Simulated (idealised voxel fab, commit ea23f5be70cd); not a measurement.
process module | voxel capacitor over wiring
cross-section cut | 155 nm wide | cells 5 nm
A cross-section is a grid of square cells, given in bands from the top down. A band is one or more rows of cells.
Each band's line starts with the height of the band's top and of its bottom, in nm. Then come its materials from left to right, each with its width in nm. One material with "throughout" fills the band from edge to edge. "air" is empty space.
Height 0 is the level under which the wafer as received is all one material. The lowest band goes on downwards, as in "0 down".
A width such as "30 to 40" changes by the same amount from each row of cells to the next, from the band's top row to its bottom row.
"no change" after a step means that no cell of the cross-section changed.
closed voids: empty space of 8 cells or more with no open way to the top, each as width x height at its distance from the left edge, in nm
after a step's settings: what the simulator itself notes on the step
overlay nm, on a step with a mask: how far to the right of its planned place the mask lay; to the left if negative
plan
1 op RECEIVE | material Si
2 op CONFORMAL_DEP | material SiO2 | thk nm 15
3 op DIRECTIONAL_DEP | material TiN | thk nm 5
4 op DIRECTIONAL_DEP | material W | thk nm 15
5 op DIRECTIONAL_DEP | material aC | thk nm 10
6 op PATTERN | tone cover | mask id METAL_1 | material resist | width nm 20 | pitch nm 75 | thk nm 25 | overlay nm 0
7 op DIRECTIONAL_ETCH | etch materials aC | depth nm 10
8 op STRIP | etch materials resist
9 op DIRECTIONAL_ETCH | etch materials W | depth nm 15
10 op DIRECTIONAL_ETCH | etch materials TiN | depth nm 5
11 op STRIP | etch materials aC
12 op FILL_DEP | material SiO2 | thk nm 10
13 op CMP | height nm 35
14 op CONFORMAL_DEP | material SiCN | thk nm 5
15 op DIRECTIONAL_DEP | material lowk | thk nm 20
16 op PATTERN | tone open | mask id PLUG_1 | material resist | width nm 15 | thk nm 15 | overlay nm 0
17 op DIRECTIONAL_ETCH | etch materials lowk | depth nm 20
18 op DIRECTIONAL_ETCH | etch materials SiCN | depth nm 5
19 op STRIP | etch materials resist
20 op EPI | material Ru | thk nm 10
21 op EPI | material Ru | thk nm 10
22 op EPI | material Ru | thk nm 5
23 op DIRECTIONAL_DEP | material TiN | thk nm 10
24 op DIRECTIONAL_DEP | material SiN | thk nm 5
25 op DIRECTIONAL_DEP | material TiN | thk nm 10
26 op MASKED_ETCH | tone cover | mask id UPPER_PLATE | width nm 60 | etch materials TiN | depth nm 10 | overlay nm 0
27 op MASKED_ETCH | tone cover | mask id UPPER_PLATE | width nm 60 | etch materials SiN | depth nm 5 | overlay nm 0
28 op MASKED_ETCH | tone cover | mask id LOWER_PLATE | width nm 70 | etch materials TiN | depth nm 10 | overlay nm 0
29 op FILL_DEP | material SiO2 | thk nm 15
30 op CMP | height nm 95
31 op MASKED_ETCH | tone open | mask id PLUG_2 | width nm 15 | etch materials SiO2 | depth nm 10 | overlay nm 0
32 op CONFORMAL_DEP | material TiN | thk nm 5
33 op FILL_DEP | material Ru | thk nm 5
34 op CMP | height nm 95
35 op CONFORMAL_DEP | material SiN | thk nm 5
as received, after step 1
  0 down: Si throughout
  closed voids: none
a wafer at the end: this start, this plan, one mistake
  100 to 95: SiN throughout
  95 to 90: SiO2 45 | TiN 5 | Ru 5 | TiN 5 | SiO2 95
  90 to 85: SiO2 45 | TiN 15 | SiO2 95
  85 to 75: SiO2 50 | TiN 45 | SiO2 60
  75 to 70: SiO2 35 | TiN 15 | SiN 45 | SiO2 60
  70 to 65: SiO2 30 | TiN 70 | SiO2 55
  65 to 60: SiO2 30 | TiN 5 | SiN 15 | TiN 50 | SiO2 55
  60 to 50: lowk 35 | TiN 15 | lowk 105
  50 to 40: lowk 35 | Ru 15 | lowk 105
  40 to 35: SiCN 35 | Ru 15 | SiCN 105
  35 to 20: SiO2 30 | W 20 | SiO2 55 | W 20 | SiO2 30
  20 to 15: SiO2 30 | TiN 20 | SiO2 55 | TiN 20 | SiO2 30
  15 to 0: SiO2 throughout
  0 down: Si throughout
  closed voids: none
what went wrong: one of the steps 20 and 21, which are alike, was left out
